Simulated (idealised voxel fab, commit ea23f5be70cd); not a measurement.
process module | voxel double patterning
cross-section cut | 210 nm wide | cells 5 nm
A cross-section is a grid of square cells, given in bands from the top down. A band is one or more rows of cells.
Each band's line starts with the height of the band's top and of its bottom, in nm. Then come its materials from left to right, each with its width in nm. One material with "throughout" fills the band from edge to edge. "air" is empty space.
Height 0 is the level under which the wafer as received is all one material. The lowest band goes on downwards, as in "0 down".
A width such as "30 to 40" changes by the same amount from each row of cells to the next, from the band's top row to its bottom row.
"no change" after a step means that no cell of the cross-section changed.
closed voids: empty space of 8 cells or more with no open way to the top, each as width x height at its distance from the left edge, in nm
after a step's settings: what the simulator itself notes on the step
overlay nm, on a step with a mask: how far to the right of its planned place the mask lay; to the left if negative
plan
1 op RECEIVE | material Si
2 op CONFORMAL_DEP | material SiO2 | thk nm 10
3 op DIRECTIONAL_DEP | material polySi | thk nm 10
4 op DIRECTIONAL_DEP | material SiCN | thk nm 5
5 op DIRECTIONAL_DEP | material aC | thk nm 10
6 op PATTERN | tone open | mask id FIRST | material resist | width nm 15 | pitch nm 50 | thk nm 30 | overlay nm 0
7 op DIRECTIONAL_ETCH | etch materials aC | depth nm 10
8 op STRIP | etch materials resist
9 op DIRECTIONAL_ETCH | etch materials SiCN | depth nm 5
10 op STRIP | etch materials aC
11 op MASKED_ETCH | tone open | mask id SECOND | width nm 15 | pitch nm 50 | etch materials SiCN | depth nm 5 | overlay nm 0
12 op DIRECTIONAL_ETCH | etch materials polySi | depth nm 10
13 op STRIP | etch materials SiCN
first wafer, as planned
as received, after step 1
  0 down: Si throughout
  closed voids: none
after step 2
  10 to 0: SiO2 throughout
  below 0: unchanged
after step 3
  20 to 10: polySi throughout
  below 10: unchanged
after step 4
  25 to 20: SiCN throughout
  below 20: unchanged
after step 5
  35 to 25: aC throughout
  below 25: unchanged
after step 6
  65 to 35: resist 45 | air 15 | resist 35 | air 15 | resist 35 | air 15 | resist 50
  below 35: unchanged
after step 7
  55 to 35: resist 45 | air 15 | resist 35 | air 15 | resist 35 | air 15 | resist 50
  35 to 25: aC 45 | air 15 | aC 35 | air 15 | aC 35 | air 15 | aC 50
  below 25: unchanged
after step 8
  35 to 25: aC 45 | air 15 | aC 35 | air 15 | aC 35 | air 15 | aC 50
  below 25: unchanged
after step 9
  35 to 25: aC 45 | air 15 | aC 35 | air 15 | aC 35 | air 15 | aC 50
  25 to 20: SiCN 45 | air 15 | SiCN 35 | air 15 | SiCN 35 | air 15 | SiCN 50
  below 20: unchanged
after step 10
  25 to 20: SiCN 45 | air 15 | SiCN 35 | air 15 | SiCN 35 | air 15 | SiCN 50
  below 20: unchanged
after step 11
  25 to 20: SiCN 45 | air 15 | SiCN 10 | air 15 | SiCN 10 | air 15 | SiCN 10 | air 15 | SiCN 10 | air 15 | SiCN 50
  below 20: unchanged
after step 12
  25 to 20: SiCN 45 | air 15 | SiCN 10 | air 15 | SiCN 10 | air 15 | SiCN 10 | air 15 | SiCN 10 | air 15 | SiCN 50
  20 to 10: polySi 45 | air 15 | polySi 10 | air 15 | polySi 10 | air 15 | polySi 10 | air 15 | polySi 10 | air 15 | polySi 50
  below 10: unchanged
after step 13
  20 to 10: polySi 45 | air 15 | polySi 10 | air 15 | polySi 10 | air 15 | polySi 10 | air 15 | polySi 10 | air 15 | polySi 50
  below 10: unchanged
second wafer: like start, like plan, one mistake. Through step 1 it matches the first wafer
when step 2 should have ended
  10 to 0: polySi throughout
  below 0: unchanged
when step 3 should have ended
  20 to 10: SiO2 throughout
  below 10: unchanged
when step 4 should have ended
  25 to 20: SiCN throughout
  below 20: unchanged
when step 5 should have ended
  35 to 25: aC throughout
  below 25: unchanged
when step 6 should have ended
  65 to 35: resist 45 | air 15 | resist 35 | air 15 | resist 35 | air 15 | resist 50
  below 35: unchanged
when step 7 should have ended
  55 to 35: resist 45 | air 15 | resist 35 | air 15 | resist 35 | air 15 | resist 50
  35 to 25: aC 45 | air 15 | aC 35 | air 15 | aC 35 | air 15 | aC 50
  below 25: unchanged
when step 8 should have ended
  35 to 25: aC 45 | air 15 | aC 35 | air 15 | aC 35 | air 15 | aC 50
  below 25: unchanged
when step 9 should have ended
  35 to 25: aC 45 | air 15 | aC 35 | air 15 | aC 35 | air 15 | aC 50
  25 to 20: SiCN 45 | air 15 | SiCN 35 | air 15 | SiCN 35 | air 15 | SiCN 50
  below 20: unchanged
when step 10 should have ended
  25 to 20: SiCN 45 | air 15 | SiCN 35 | air 15 | SiCN 35 | air 15 | SiCN 50
  below 20: unchanged
when step 11 should have ended
  25 to 20: SiCN 45 | air 15 | SiCN 10 | air 15 | SiCN 10 | air 15 | SiCN 10 | air 15 | SiCN 10 | air 15 | SiCN 50
  below 20: unchanged
when step 12 should have ended: no change
when step 13 should have ended
  20 to 10: SiO2 throughout
  below 10: unchanged
what went wrong: steps 2 and 3 were swapped
at the end the second wafer has, in cells: 30 more of polySi
